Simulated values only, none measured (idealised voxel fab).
This is a process module. Its name is voxel gate over fins.
FYI the section here is cut, 255 nm wide, cells are 5 nm squares.
In this document a cross-section is written as a grid of square cells. It is given as a series of bands, listed from the top down, and a band is one or more rows of cells.
Look at the band entry: it leads with the top's height and the bottom's height in nm. Then it lists the materials left to right, with a width in nm for each. The word "all across" on a single material says that material fills the band edge to edge. The word "air" is empty space.
Ref level 0: as-received wafer is one material below here. Bottom band extends down with no lower bound ("0 down").
When a width is written as two numbers, as in "30..40", the first number is the width in the top row of cells of the band and the second is the width in its bottom row, and the width changes by the same amount from each row to the next.
"nothing different" -> step changed no cross-section cell.
Any empty space of 8 cells or more lacking an open way to the top shows up in "Closed cavity list" as width x height at distance, distance from the left edge, in nm.
Whatever follows a step's settings on its line is a remark the simulator itself makes about that step.
The setting "overlay nm" may be written on the line of a step. When the step uses a mask, the value reports how far to the right of the planned place the mask lay, and a negative value reports that it lay to the left.
Guide to the pairs. Each holds a before and an after cross-section around one process step; the after cross-section is cut off at the lowest band that changed. Look under the pair for the step between them and its settings. Pairs can come from different runs of this module on the same starting wafer, so a pair follows on from the one above it only where its entry headed "State before step" says it does.
-- State before step
- 0 down: Si all across
- Closed cavity list: none
-- Step Result
- 5 to 0: SiN all across
- Under 0: no change, same as before.
- Closed cavity list: none
To go from the before cross-section above to the after cross-section, apply CONFORMAL_DEP (material SiN; thk nm 5)
State before step: the state before this step is the cross-section shown after the step in the pair just above.
-- Step Result
- 25 to 5: air: 65 | resist: 15 | air: 20 | resist: 15 | air: 20 | resist: 15 | air: 20 | resist: 15 | air: 70
- Under 5: no change, same as before.
- Closed cavity list: none
To go from the before cross-section above to the after cross-section, apply PATTERN (tone cover; mask id FINS; material resist; width nm 15; pitch nm 35; thk nm 20; overlay nm 0)
State before step: the state before this step is the cross-section shown after the step in the pair just above.
-- Step Result
- 25 to 5: air: 65 | resist: 15 | air: 20 | resist: 15 | air: 20 | resist: 15 | air: 20 | resist: 15 | air: 70
- 5 to 0: air: 65 | SiN: 15 | air: 20 | SiN: 15 | air: 20 | SiN: 15 | air: 20 | SiN: 15 | air: 70
- Under 0: no change, same as before.
- Closed cavity list: none
To go from the before cross-section above to the after cross-section, apply DIRECTIONAL_ETCH (etch materials SiN; depth nm 5)
State before step: the state before this step is the cross-section shown after the step in the pair just above.
-- Step Result
- 25 to 5: air: 65 | resist: 15 | air: 20 | resist: 15 | air: 20 | resist: 15 | air: 20 | resist: 15 | air: 70
- 5 to 0: air: 65 | SiN: 15 | air: 20 | SiN: 15 | air: 20 | SiN: 15 | air: 20 | SiN: 15 | air: 70
- 0 to -40: air: 65 | Si: 15 | air: 20 | Si: 15 | air: 20 | Si: 15 | air: 20 | Si: 15 | air: 70
- Under -40: no change, same as before.
- Closed cavity list: none
To go from the before cross-section above to the after cross-section, apply DIRECTIONAL_ETCH (etch materials Si; depth nm 40)
State before step: the state before this step is the cross-section shown after the step in the pair just above.
-- Step Result
- 5 to 0: air: 65 | SiN: 15 | air: 20 | SiN: 15 | air: 20 | SiN: 15 | air: 20 | SiN: 15 | air: 70
- Under 0: no change, same as before.
- Closed cavity list: none
To go from the before cross-section above to the after cross-section, apply STRIP (etch materials resist)
State before step: the state before this step is the cross-section shown after the step in the pair just above.
-- Step Result
- 5 to 0: air: 65 | SiN: 15 | air: 20 | SiN: 15 | air: 20 | SiN: 15 | air: 20 | SiN: 15 | air: 70
- 0 to -40: air: 65 | SiO2: 5 | Si: 5 | SiO2: 5 | air: 20 | SiO2: 5 | Si: 5 | SiO2: 5 | air: 20 | SiO2: 5 | Si: 5 | SiO2: 5 | air: 20 | SiO2: 5 | Si: 5 | SiO2: 5 | air: 70
- -40 to -45: SiO2: 70 | Si: 5 | SiO2: 30 | Si: 5 | SiO2: 30 | Si: 5 | SiO2: 30 | Si: 5 | SiO2: 75
- Under -45: no change, same as before.
- Closed cavity list: none
To go from the before cross-section above to the after cross-section, apply OXIDIZE (depth nm 5)
State before step: the state before this step is the cross-section shown after the step in the pair just above.
-- Step Result
- 15 to 5: SiO2 all across
- 5 to 0: SiO2: 65 | SiN: 15 | SiO2: 20 | SiN: 15 | SiO2: 20 | SiN: 15 | SiO2: 20 | SiN: 15 | SiO2: 70
- 0 to -45: SiO2: 70 | Si: 5 | SiO2: 30 | Si: 5 | SiO2: 30 | Si: 5 | SiO2: 30 | Si: 5 | SiO2: 75
- Under -45: no change, same as before.
- Closed cavity list: none
To go from the before cross-section above to the after cross-section, apply FILL_DEP (material SiO2; thk nm 10)
State before step: the state before this step is the cross-section shown after the step in the pair just above.
-- Step Result
- 5 to 0: SiO2: 65 | SiN: 15 | SiO2: 20 | SiN: 15 | SiO2: 20 | SiN: 15 | SiO2: 20 | SiN: 15 | SiO2: 70
- Under 0: no change, same as before.
- Closed cavity list: none
To go from the before cross-section above to the after cross-section, apply CMP (height nm 5)
State before step: the state before this step is the cross-section shown after the step in the pair just above.
-- Step Result
- 5 to 0: air: 65 | SiN: 15 | air: 20 | SiN: 15 | air: 20 | SiN: 15 | air: 20 | SiN: 15 | air: 70
- 0 to -10: air: 70 | Si: 5 | air: 30 | Si: 5 | air: 30 | Si: 5 | air: 30 | Si: 5 | air: 75
- Under -10: no change, same as before.
- Closed cavity list: none
To go from the before cross-section above to the after cross-section, apply SELECTIVE_ETCH (etch materials SiO2; depth nm 15)
State before step: the state before this step is the cross-section shown after the step in the pair just above.
-- Step Result
- 0 to -10: air: 70 | Si: 5 | air: 30 | Si: 5 | air: 30 | Si: 5 | air: 30 | Si: 5 | air: 75
- Under -10: no change, same as before.
- Closed cavity list: none
To go from the before cross-section above to the after cross-section, apply STRIP (etch materials SiN)
State before step: the state before this step is the cross-section shown after the step in the pair just above.
-- Step Result
- 5 to 0: air: 65 | HfO2: 15 | air: 20 | HfO2: 15 | air: 20 | HfO2: 15 | air: 20 | HfO2: 15 | air: 70
- 0 to -5: air: 65 | HfO2: 5 | Si: 5 | HfO2: 5 | air: 20 | HfO2: 5 | Si: 5 | HfO2: 5 | air: 20 | HfO2: 5 | Si: 5 | HfO2: 5 | air: 20 | HfO2: 5 | Si: 5 | HfO2: 5 | air: 70
- -5 to -10: HfO2: 70 | Si: 5 | HfO2: 30 | Si: 5 | HfO2: 30 | Si: 5 | HfO2: 30 | Si: 5 | HfO2: 75
- Under -10: no change, same as before.
- Closed cavity list: none
To go from the before cross-section above to the after cross-section, apply CONFORMAL_DEP (material HfO2; thk nm 5)
State before step: the state before this step is the cross-section shown after the step in the pair just above.
-- Step Result
- 10 to 5: air: 60 | TiN: 25 | air: 10 | TiN: 25 | air: 10 | TiN: 25 | air: 10 | TiN: 25 | air: 65
- 5 to 0: air: 60 | TiN: 5 | HfO2: 15 | TiN: 5 | air: 10 | TiN: 5 | HfO2: 15 | TiN: 5 | air: 10 | TiN: 5 | HfO2: 15 | TiN: 5 | air: 10 | TiN: 5 | HfO2: 15 | TiN: 5 | air: 65
- 0 to -5: TiN: 65 | HfO2: 5 | Si: 5 | HfO2: 5 | TiN: 20 | HfO2: 5 | Si: 5 | HfO2: 5 | TiN: 20 | HfO2: 5 | Si: 5 | HfO2: 5 | TiN: 20 | HfO2: 5 | Si: 5 | HfO2: 5 | TiN: 70
- Under -5: no change, same as before.
- Closed cavity list: none
To go from the before cross-section above to the after cross-section, apply CONFORMAL_DEP (material TiN; thk nm 5)
State before step: the state before this step is the cross-section shown after the step in the pair just above.
-- Step Result
- 15 to 10: air: 55 | TiAl: 140 | air: 60
- 10 to 5: air: 55 | TiAl: 5 | TiN: 25 | TiAl: 10 | TiN: 25 | TiAl: 10 | TiN: 25 | TiAl: 10 | TiN: 25 | TiAl: 5 | air: 60
- 5 to 0: TiAl: 60 | TiN: 5 | HfO2: 15 | TiN: 5 | TiAl: 10 | TiN: 5 | HfO2: 15 | TiN: 5 | TiAl: 10 | TiN: 5 | HfO2: 15 | TiN: 5 | TiAl: 10 | TiN: 5 | HfO2: 15 | TiN: 5 | TiAl: 65
- Under 0: no change, same as before.
- Closed cavity list: none
To go from the before cross-section above to the after cross-section, apply CONFORMAL_DEP (material TiAl; thk nm 5)
State before step: the state before this step is the cross-section shown after the step in the pair just above.
-- Step Result
- 20 to 15: air: 50 | TiN: 150 | air: 55
- 15 to 10: air: 50 | TiN: 5 | TiAl: 140 | TiN: 5 | air: 55
- 10 to 5: TiN: 55 | TiAl: 5 | TiN: 25 | TiAl: 10 | TiN: 25 | TiAl: 10 | TiN: 25 | TiAl: 10 | TiN: 25 | TiAl: 5 | TiN: 60
- Under 5: no change, same as before.
- Closed cavity list: none
To go from the before cross-section above to the after cross-section, apply CONFORMAL_DEP (material TiN; thk nm 5)
State before step: the state before this step is the cross-section shown after the step in the pair just above.
-- Step Result
- 35 to 20: W all across
- 20 to 15: W: 50 | TiN: 150 | W: 55
- 15 to 10: W: 50 | TiN: 5 | TiAl: 140 | TiN: 5 | W: 55
- Under 10: no change, same as before.
- Closed cavity list: none
To go from the before cross-section above to the after cross-section, apply FILL_DEP (material W; thk nm 15)
State before step: the state before this step is the cross-section shown after the step in the pair just above.
-- Step Result
- 30 to 20: W all across
- Under 20: no change, same as before.
- Closed cavity list: none
To go from the before cross-section above to the after cross-section, apply CMP (height nm 30)
State before step: the state before this step is the cross-section shown after the step in the pair just above.
-- Step Result
- 40 to 30: SiCN all across
- Under 30: no change, same as before.
- Closed cavity list: none
To go from the before cross-section above to the after cross-section, apply CONFORMAL_DEP (material SiCN; thk nm 10)
-- State before step
- 10 to 5: air: 60 | TiN: 25 | air: 10 | TiN: 25 | air: 10 | TiN: 25 | air: 10 | TiN: 25 | air: 65
- 5 to 0: air: 60 | TiN: 5 | HfO2: 15 | TiN: 5 | air: 10 | TiN: 5 | HfO2: 15 | TiN: 5 | air: 10 | TiN: 5 | HfO2: 15 | TiN: 5 | air: 10 | TiN: 5 | HfO2: 15 | TiN: 5 | air: 65
- 0 to -5: TiN: 65 | HfO2: 5 | Si: 5 | HfO2: 5 | TiN: 20 | HfO2: 5 | Si: 5 | HfO2: 5 | TiN: 20 | HfO2: 5 | Si: 5 | HfO2: 5 | TiN: 20 | HfO2: 5 | Si: 5 | HfO2: 5 | TiN: 70
- -5 to -10: HfO2: 70 | Si: 5 | HfO2: 30 | Si: 5 | HfO2: 30 | Si: 5 | HfO2: 30 | Si: 5 | HfO2: 75
- -10 to -45: SiO2: 70 | Si: 5 | SiO2: 30 | Si: 5 | SiO2: 30 | Si: 5 | SiO2: 30 | Si: 5 | SiO2: 75
- -45 down: Si all across
- Closed cavity list: none
-- Step Result
- 15 to 5: air: 55 | TiN: 140 | air: 60
- 5 to 0: TiN: 65 | HfO2: 15 | TiN: 20 | HfO2: 15 | TiN: 20 | HfO2: 15 | TiN: 20 | HfO2: 15 | TiN: 70
- Under 0: no change, same as before.
- Closed cavity list: none
To go from the before cross-section above to the after cross-section, apply CONFORMAL_DEP (material TiN; thk nm 5)
State before step: the state before this step is the cross-section shown after the step in the pair just above.
-- Step Result
- 30 to 15: W all across
- 15 to 5: W: 55 | TiN: 140 | W: 60
- Under 5: no change, same as before.
- Closed cavity list: none
To go from the before cross-section above to the after cross-section, apply FILL_DEP (material W; thk nm 15)
State before step: the state before this step is the cross-section shown after the step in the pair just above.
-- Step Result
- 40 to 30: SiCN all across
- Under 30: no change, same as before.
- Closed cavity list: none
To go from the before cross-section above to the after cross-section, apply CONFORMAL_DEP (material SiCN; thk nm 10)
-- State before step
- 5 to 0: air: 65 | SiN: 15 | air: 20 | SiN: 15 | air: 20 | SiN: 15 | air: 20 | SiN: 15 | air: 70
- 0 to -10: air: 70 | Si: 5 | air: 30 | Si: 5 | air: 30 | Si: 5 | air: 30 | Si: 5 | air: 75
- -10 to -45: SiO2: 70 | Si: 5 | SiO2: 30 | Si: 5 | SiO2: 30 | Si: 5 | SiO2: 30 | Si: 5 | SiO2: 75
- -45 down: Si all across
- Closed cavity list: none
-- Step Result
- 5 to 0: air: 65 | SiN: 15 | air: 20 | SiN: 15 | air: 20 | SiN: 15 | air: 20 | SiN: 15 | air: 70
- 0 to -25: air: 70 | Si: 5 | air: 30 | Si: 5 | air: 30 | Si: 5 | air: 30 | Si: 5 | air: 75
- Under -25: no change, same as before.
- Closed cavity list: none
To go from the before cross-section above to the after cross-section, apply SELECTIVE_ETCH (etch materials SiO2; depth nm 15)
State before step: the state before this step is the cross-section shown after the step in the pair just above.
-- Step Result
- 0 to -25: air: 70 | Si: 5 | air: 30 | Si: 5 | air: 30 | Si: 5 | air: 30 | Si: 5 | air: 75
- Under -25: no change, same as before.
- Closed cavity list: none
To go from the before cross-section above to the after cross-section, apply STRIP (etch materials SiN)
State before step: the state before this step is the cross-section shown after the step in the pair just above.
-- Step Result
- 5 to 0: air: 65 | HfO2: 15 | air: 20 | HfO2: 15 | air: 20 | HfO2: 15 | air: 20 | HfO2: 15 | air: 70
- 0 to -20: air: 65 | HfO2: 5 | Si: 5 | HfO2: 5 | air: 20 | HfO2: 5 | Si: 5 | HfO2: 5 | air: 20 | HfO2: 5 | Si: 5 | HfO2: 5 | air: 20 | HfO2: 5 | Si: 5 | HfO2: 5 | air: 70
- -20 to -25: HfO2: 70 | Si: 5 | HfO2: 30 | Si: 5 | HfO2: 30 | Si: 5 | HfO2: 30 | Si: 5 | HfO2: 75
- Under -25: no change, same as before.
- Closed cavity list: none
To go from the before cross-section above to the after cross-section, apply CONFORMAL_DEP (material HfO2; thk nm 5)
State before step: the state before this step is the cross-section shown after the step in the pair just above.
-- Step Result
- 10 to 5: air: 60 | TiN: 25 | air: 10 | TiN: 25 | air: 10 | TiN: 25 | air: 10 | TiN: 25 | air: 65
- 5 to 0: air: 60 | TiN: 5 | HfO2: 15 | TiN: 5 | air: 10 | TiN: 5 | HfO2: 15 | TiN: 5 | air: 10 | TiN: 5 | HfO2: 15 | TiN: 5 | air: 10 | TiN: 5 | HfO2: 15 | TiN: 5 | air: 65
- 0 to -15: air: 60 | TiN: 5 | HfO2: 5 | Si: 5 | HfO2: 5 | TiN: 5 | air: 10 | TiN: 5 | HfO2: 5 | Si: 5 | HfO2: 5 | TiN: 5 | air: 10 | TiN: 5 | HfO2: 5 | Si: 5 | HfO2: 5 | TiN: 5 | air: 10 | TiN: 5 | HfO2: 5 | Si: 5 | HfO2: 5 | TiN: 5 | air: 65
- -15 to -20: TiN: 65 | HfO2: 5 | Si: 5 | HfO2: 5 | TiN: 20 | HfO2: 5 | Si: 5 | HfO2: 5 | TiN: 20 | HfO2: 5 | Si: 5 | HfO2: 5 | TiN: 20 | HfO2: 5 | Si: 5 | HfO2: 5 | TiN: 70
- Under -20: no change, same as before.
- Closed cavity list: none
To go from the before cross-section above to the after cross-section, apply CONFORMAL_DEP (material TiN; thk nm 5)
State before step: the state before this step is the cross-section shown after the step in the pair just above.
-- Step Result
- 15 to 10: air: 55 | TiAl: 140 | air: 60
- 10 to 5: air: 55 | TiAl: 5 | TiN: 25 | TiAl: 10 | TiN: 25 | TiAl: 10 | TiN: 25 | TiAl: 10 | TiN: 25 | TiAl: 5 | air: 60
- 5 to 0: air: 55 | TiAl: 5 | TiN: 5 | HfO2: 15 | TiN: 5 | TiAl: 10 | TiN: 5 | HfO2: 15 | TiN: 5 | TiAl: 10 | TiN: 5 | HfO2: 15 | TiN: 5 | TiAl: 10 | TiN: 5 | HfO2: 15 | TiN: 5 | TiAl: 5 | air: 60
- 0 to -10: air: 55 | TiAl: 5 | TiN: 5 | HfO2: 5 | Si: 5 | HfO2: 5 | TiN: 5 | TiAl: 10 | TiN: 5 | HfO2: 5 | Si: 5 | HfO2: 5 | TiN: 5 | TiAl: 10 | TiN: 5 | HfO2: 5 | Si: 5 | HfO2: 5 | TiN: 5 | TiAl: 10 | TiN: 5 | HfO2: 5 | Si: 5 | HfO2: 5 | TiN: 5 | TiAl: 5 | air: 60
- -10 to -15: TiAl: 60 | TiN: 5 | HfO2: 5 | Si: 5 | HfO2: 5 | TiN: 5 | TiAl: 10 | TiN: 5 | HfO2: 5 | Si: 5 | HfO2: 5 | TiN: 5 | TiAl: 10 | TiN: 5 | HfO2: 5 | Si: 5 | HfO2: 5 | TiN: 5 | TiAl: 10 | TiN: 5 | HfO2: 5 | Si: 5 | HfO2: 5 | TiN: 5 | TiAl: 65
- Under -15: no change, same as before.
- Closed cavity list: none
To go from the before cross-section above to the after cross-section, apply CONFORMAL_DEP (material TiAl; thk nm 5)
State before step: the state before this step is the cross-section shown after the step in the pair just above.
-- Step Result
- 20 to 15: air: 50 | TiN: 150 | air: 55
- 15 to 10: air: 50 | TiN: 5 | TiAl: 140 | TiN: 5 | air: 55
- 10 to 5: air: 50 | TiN: 5 | TiAl: 5 | TiN: 25 | TiAl: 10 | TiN: 25 | TiAl: 10 | TiN: 25 | TiAl: 10 | TiN: 25 | TiAl: 5 | TiN: 5 | air: 55
- 5 to 0: air: 50 | TiN: 5 | TiAl: 5 | TiN: 5 | HfO2: 15 | TiN: 5 | TiAl: 10 | TiN: 5 | HfO2: 15 | TiN: 5 | TiAl: 10 | TiN: 5 | HfO2: 15 | TiN: 5 | TiAl: 10 | TiN: 5 | HfO2: 15 | TiN: 5 | TiAl: 5 | TiN: 5 | air: 55
- 0 to -5: air: 50 | TiN: 5 | TiAl: 5 | TiN: 5 | HfO2: 5 | Si: 5 | HfO2: 5 | TiN: 5 | TiAl: 10 | TiN: 5 | HfO2: 5 | Si: 5 | HfO2: 5 | TiN: 5 | TiAl: 10 | TiN: 5 | HfO2: 5 | Si: 5 | HfO2: 5 | TiN: 5 | TiAl: 10 | TiN: 5 | HfO2: 5 | Si: 5 | HfO2: 5 | TiN: 5 | TiAl: 5 | TiN: 5 | air: 55
- -5 to -10: TiN: 55 | TiAl: 5 | TiN: 5 | HfO2: 5 | Si: 5 | HfO2: 5 | TiN: 5 | TiAl: 10 | TiN: 5 | HfO2: 5 | Si: 5 | HfO2: 5 | TiN: 5 | TiAl: 10 | TiN: 5 | HfO2: 5 | Si: 5 | HfO2: 5 | TiN: 5 | TiAl: 10 | TiN: 5 | HfO2: 5 | Si: 5 | HfO2: 5 | TiN: 5 | TiAl: 5 | TiN: 60
- Under -10: no change, same as before.
- Closed cavity list: none
To go from the before cross-section above to the after cross-section, apply CONFORMAL_DEP (material TiN; thk nm 5)
State before step: the state before this step is the cross-section shown after the step in the pair just above.
-- Step Result
- 35 to 20: W all across
- 20 to 15: W: 50 | TiN: 150 | W: 55
- 15 to 10: W: 50 | TiN: 5 | TiAl: 140 | TiN: 5 | W: 55
- 10 to 5: W: 50 | TiN: 5 | TiAl: 5 | TiN: 25 | TiAl: 10 | TiN: 25 | TiAl: 10 | TiN: 25 | TiAl: 10 | TiN: 25 | TiAl: 5 | TiN: 5 | W: 55
- 5 to 0: W: 50 | TiN: 5 | TiAl: 5 | TiN: 5 | HfO2: 15 | TiN: 5 | TiAl: 10 | TiN: 5 | HfO2: 15 | TiN: 5 | TiAl: 10 | TiN: 5 | HfO2: 15 | TiN: 5 | TiAl: 10 | TiN: 5 | HfO2: 15 | TiN: 5 | TiAl: 5 | TiN: 5 | W: 55
- 0 to -5: W: 50 | TiN: 5 | TiAl: 5 | TiN: 5 | HfO2: 5 | Si: 5 | HfO2: 5 | TiN: 5 | TiAl: 10 | TiN: 5 | HfO2: 5 | Si: 5 | HfO2: 5 | TiN: 5 | TiAl: 10 | TiN: 5 | HfO2: 5 | Si: 5 | HfO2: 5 | TiN: 5 | TiAl: 10 | TiN: 5 | HfO2: 5 | Si: 5 | HfO2: 5 | TiN: 5 | TiAl: 5 | TiN: 5 | W: 55
- Under -5: no change, same as before.
- Closed cavity list: none
To go from the before cross-section above to the after cross-section, apply FILL_DEP (material W; thk nm 15)
State before step: the state before this step is the cross-section shown after the step in the pair just above.
-- Step Result
- 30 to 20: W all across
- Under 20: no change, same as before.
- Closed cavity list: none
To go from the before cross-section above to the after cross-section, apply CMP (height nm 30)
State before step: the state before this step is the cross-section shown after the step in the pair just above.
-- Step Result
- 40 to 30: SiCN all across
- Under 30: no change, same as before.
- Closed cavity list: none
To go from the before cross-section above to the after cross-section, apply CONFORMAL_DEP (material SiCN; thk nm 10)
-- State before step
- 15 to 5: air: 55 | TiN: 140 | air: 60
- 5 to 0: TiN: 65 | HfO2: 15 | TiN: 20 | HfO2: 15 | TiN: 20 | HfO2: 15 | TiN: 20 | HfO2: 15 | TiN: 70
- 0 to -5: TiN: 65 | HfO2: 5 | Si: 5 | HfO2: 5 | TiN: 20 | HfO2: 5 | Si: 5 | HfO2: 5 | TiN: 20 | HfO2: 5 | Si: 5 | HfO2: 5 | TiN: 20 | HfO2: 5 | Si: 5 | HfO2: 5 | TiN: 70
- -5 to -10: HfO2: 70 | Si: 5 | HfO2: 30 | Si: 5 | HfO2: 30 | Si: 5 | HfO2: 30 | Si: 5 | HfO2: 75
- -10 to -45: SiO2: 70 | Si: 5 | SiO2: 30 | Si: 5 | SiO2: 30 | Si: 5 | SiO2: 30 | Si: 5 | SiO2: 75
- -45 down: Si all across
- Closed cavity list: none
-- Step Result
- 20 to 15: air: 50 | TiAl: 150 | air: 55
- 15 to 10: air: 50 | TiAl: 5 | TiN: 140 | TiAl: 5 | air: 55
- 10 to 5: TiAl: 55 | TiN: 140 | TiAl: 60
- Under 5: no change, same as before.
- Closed cavity list: none
To go from the before cross-section above to the after cross-section, apply CONFORMAL_DEP (material TiAl; thk nm 5)
State before step: the state before this step is the cross-section shown after the step in the pair just above.
-- Step Result
- 35 to 20: W all across
- 20 to 15: W: 50 | TiAl: 150 | W: 55
- 15 to 10: W: 50 | TiAl: 5 | TiN: 140 | TiAl: 5 | W: 55
- Under 10: no change, same as before.
- Closed cavity list: none
To go from the before cross-section above to the after cross-section, apply FILL_DEP (material W; thk nm 15)
State before step: the state before this step is the cross-section shown after the step in the pair just above.
-- Step Result
- 30 to 20: W all across
- Under 20: no change, same as before.
- Closed cavity list: none
To go from the before cross-section above to the after cross-section, apply CMP (height nm 30)
State before step: the state before this step is the cross-section shown after the step in the pair just above.
-- Step Result
- 40 to 30: SiCN all across
- Under 30: no change, same as before.
- Closed cavity list: none
To go from the before cross-section above to the after cross-section, apply CONFORMAL_DEP (material SiCN; thk nm 10)
-- State before step
- 25 to 5: air: 65 | resist: 15 | air: 20 | resist: 15 | air: 20 | resist: 15 | air: 20 | resist: 15 | air: 70
- 5 to 0: air: 65 | SiN: 15 | air: 20 | SiN: 15 | air: 20 | SiN: 15 | air: 20 | SiN: 15 | air: 70
- 0 down: Si all across
- Closed cavity list: none
-- Step Result
- 25 to 5: air: 65 | resist: 15 | air: 20 | resist: 15 | air: 20 | resist: 15 | air: 20 | resist: 15 | air: 70
- 5 to 0: air: 65 | SiN: 15 | air: 20 | SiN: 15 | air: 20 | SiN: 15 | air: 20 | SiN: 15 | air: 70
- 0 to -35: air: 65 | Si: 15 | air: 20 | Si: 15 | air: 20 | Si: 15 | air: 20 | Si: 15 | air: 70
- Under -35: no change, same as before.
- Closed cavity list: none
To go from the before cross-section above to the after cross-section, apply DIRECTIONAL_ETCH (etch materials Si; depth nm 35)
State before step: the state before this step is the cross-section shown after the step in the pair just above.
-- Step Result
- 5 to 0: air: 65 | SiN: 15 | air: 20 | SiN: 15 | air: 20 | SiN: 15 | air: 20 | SiN: 15 | air: 70
- Under 0: no change, same as before.
- Closed cavity list: none
To go from the before cross-section above to the after cross-section, apply STRIP (etch materials resist)
State before step: the state before this step is the cross-section shown after the step in the pair just above.
-- Step Result
- 5 to 0: air: 65 | SiN: 15 | air: 20 | SiN: 15 | air: 20 | SiN: 15 | air: 20 | SiN: 15 | air: 70
- 0 to -35: air: 65 | SiO2: 5 | Si: 5 | SiO2: 5 | air: 20 | SiO2: 5 | Si: 5 | SiO2: 5 | air: 20 | SiO2: 5 | Si: 5 | SiO2: 5 | air: 20 | SiO2: 5 | Si: 5 | SiO2: 5 | air: 70
- -35 to -40: SiO2: 70 | Si: 5 | SiO2: 30 | Si: 5 | SiO2: 30 | Si: 5 | SiO2: 30 | Si: 5 | SiO2: 75
- Under -40: no change, same as before.
- Closed cavity list: none
To go from the before cross-section above to the after cross-section, apply OXIDIZE (depth nm 5)
State before step: the state before this step is the cross-section shown after the step in the pair just above.
-- Step Result
- 15 to 5: SiO2 all across
- 5 to 0: SiO2: 65 | SiN: 15 | SiO2: 20 | SiN: 15 | SiO2: 20 | SiN: 15 | SiO2: 20 | SiN: 15 | SiO2: 70
- 0 to -40: SiO2: 70 | Si: 5 | SiO2: 30 | Si: 5 | SiO2: 30 | Si: 5 | SiO2: 30 | Si: 5 | SiO2: 75
- Under -40: no change, same as before.
- Closed cavity list: none
To go from the before cross-section above to the after cross-section, apply FILL_DEP (material SiO2; thk nm 10)
State before step: the state before this step is the cross-section shown after the step in the pair just above.
-- Step Result
- 5 to 0: SiO2: 65 | SiN: 15 | SiO2: 20 | SiN: 15 | SiO2: 20 | SiN: 15 | SiO2: 20 | SiN: 15 | SiO2: 70
- Under 0: no change, same as before.
- Closed cavity list: none
To go from the before cross-section above to the after cross-section, apply CMP (height nm 5)
State before step: the state before this step is the cross-section shown after the step in the pair just above.
-- Step Result
- 5 to 0: air: 65 | SiN: 15 | air: 20 | SiN: 15 | air: 20 | SiN: 15 | air: 20 | SiN: 15 | air: 70
- 0 to -10: air: 70 | Si: 5 | air: 30 | Si: 5 | air: 30 | Si: 5 | air: 30 | Si: 5 | air: 75
- Under -10: no change, same as before.
- Closed cavity list: none
To go from the before cross-section above to the after cross-section, apply SELECTIVE_ETCH (etch materials SiO2; depth nm 15)
State before step: the state before this step is the cross-section shown after the step in the pair just above.
-- Step Result
- 0 to -10: air: 70 | Si: 5 | air: 30 | Si: 5 | air: 30 | Si: 5 | air: 30 | Si: 5 | air: 75
- Under -10: no change, same as before.
- Closed cavity list: none
To go from the before cross-section above to the after cross-section, apply STRIP (etch materials SiN)
State before step: the state before this step is the cross-section shown after the step in the pair just above.
-- Step Result
- 5 to 0: air: 65 | HfO2: 15 | air: 20 | HfO2: 15 | air: 20 | HfO2: 15 | air: 20 | HfO2: 15 | air: 70
- 0 to -5: air: 65 | HfO2: 5 | Si: 5 | HfO2: 5 | air: 20 | HfO2: 5 | Si: 5 | HfO2: 5 | air: 20 | HfO2: 5 | Si: 5 | HfO2: 5 | air: 20 | HfO2: 5 | Si: 5 | HfO2: 5 | air: 70
- -5 to -10: HfO2: 70 | Si: 5 | HfO2: 30 | Si: 5 | HfO2: 30 | Si: 5 | HfO2: 30 | Si: 5 | HfO2: 75
- Under -10: no change, same as before.
- Closed cavity list: none
To go from the before cross-section above to the after cross-section, apply CONFORMAL_DEP (material HfO2; thk nm 5)
State before step: the state before this step is the cross-section shown after the step in the pair just above.
-- Step Result
- 10 to 5: air: 60 | TiN: 25 | air: 10 | TiN: 25 | air: 10 | TiN: 25 | air: 10 | TiN: 25 | air: 65
- 5 to 0: air: 60 | TiN: 5 | HfO2: 15 | TiN: 5 | air: 10 | TiN: 5 | HfO2: 15 | TiN: 5 | air: 10 | TiN: 5 | HfO2: 15 | TiN: 5 | air: 10 | TiN: 5 | HfO2: 15 | TiN: 5 | air: 65
- 0 to -5: TiN: 65 | HfO2: 5 | Si: 5 | HfO2: 5 | TiN: 20 | HfO2: 5 | Si: 5 | HfO2: 5 | TiN: 20 | HfO2: 5 | Si: 5 | HfO2: 5 | TiN: 20 | HfO2: 5 | Si: 5 | HfO2: 5 | TiN: 70
- Under -5: no change, same as before.
- Closed cavity list: none
To go from the before cross-section above to the after cross-section, apply CONFORMAL_DEP (material TiN; thk nm 5)
State before step: the state before this step is the cross-section shown after the step in the pair just above.
-- Step Result
- 15 to 10: air: 55 | TiAl: 140 | air: 60
- 10 to 5: air: 55 | TiAl: 5 | TiN: 25 | TiAl: 10 | TiN: 25 | TiAl: 10 | TiN: 25 | TiAl: 10 | TiN: 25 | TiAl: 5 | air: 60
- 5 to 0: TiAl: 60 | TiN: 5 | HfO2: 15 | TiN: 5 | TiAl: 10 | TiN: 5 | HfO2: 15 | TiN: 5 | TiAl: 10 | TiN: 5 | HfO2: 15 | TiN: 5 | TiAl: 10 | TiN: 5 | HfO2: 15 | TiN: 5 | TiAl: 65
- Under 0: no change, same as before.
- Closed cavity list: none
To go from the before cross-section above to the after cross-section, apply CONFORMAL_DEP (material TiAl; thk nm 5)
State before step: the state before this step is the cross-section shown after the step in the pair just above.
-- Step Result
- 20 to 15: air: 50 | TiN: 150 | air: 55
- 15 to 10: air: 50 | TiN: 5 | TiAl: 140 | TiN: 5 | air: 55
- 10 to 5: TiN: 55 | TiAl: 5 | TiN: 25 | TiAl: 10 | TiN: 25 | TiAl: 10 | TiN: 25 | TiAl: 10 | TiN: 25 | TiAl: 5 | TiN: 60
- Under 5: no change, same as before.
- Closed cavity list: none
To go from the before cross-section above to the after cross-section, apply CONFORMAL_DEP (material TiN; thk nm 5)
State before step: the state before this step is the cross-section shown after the step in the pair just above.
-- Step Result
- 35 to 20: W all across
- 20 to 15: W: 50 | TiN: 150 | W: 55
- 15 to 10: W: 50 | TiN: 5 | TiAl: 140 | TiN: 5 | W: 55
- Under 10: no change, same as before.
- Closed cavity list: none
To go from the before cross-section above to the after cross-section, apply FILL_DEP (material W; thk nm 15)
State before step: the state before this step is the cross-section shown after the step in the pair just above.
-- Step Result
- 30 to 20: W all across
- Under 20: no change, same as before.
- Closed cavity list: none
To go from the before cross-section above to the after cross-section, apply CMP (height nm 30)
State before step: the state before this step is the cross-section shown after the step in the pair just above.
-- Step Result
- 40 to 30: SiCN all across
- Under 30: no change, same as before.
- Closed cavity list: none
To go from the before cross-section above to the after cross-section, apply CONFORMAL_DEP (material SiCN; thk nm 10)
-- State before step
- 5 to 0: SiN all across
- 0 down: Si all across
- Closed cavity list: none
-- Step Result
- 25 to 5: air: 65 | resist: 20 | air: 15 | resist: 20 | air: 15 | resist: 20 | air: 15 | resist: 20 | air: 65
- Under 5: no change, same as before.
- Closed cavity list: none
To go from the before cross-section above to the after cross-section, apply PATTERN (tone cover; mask id FINS; material resist; width nm 20; pitch nm 35; thk nm 20; overlay nm 0)
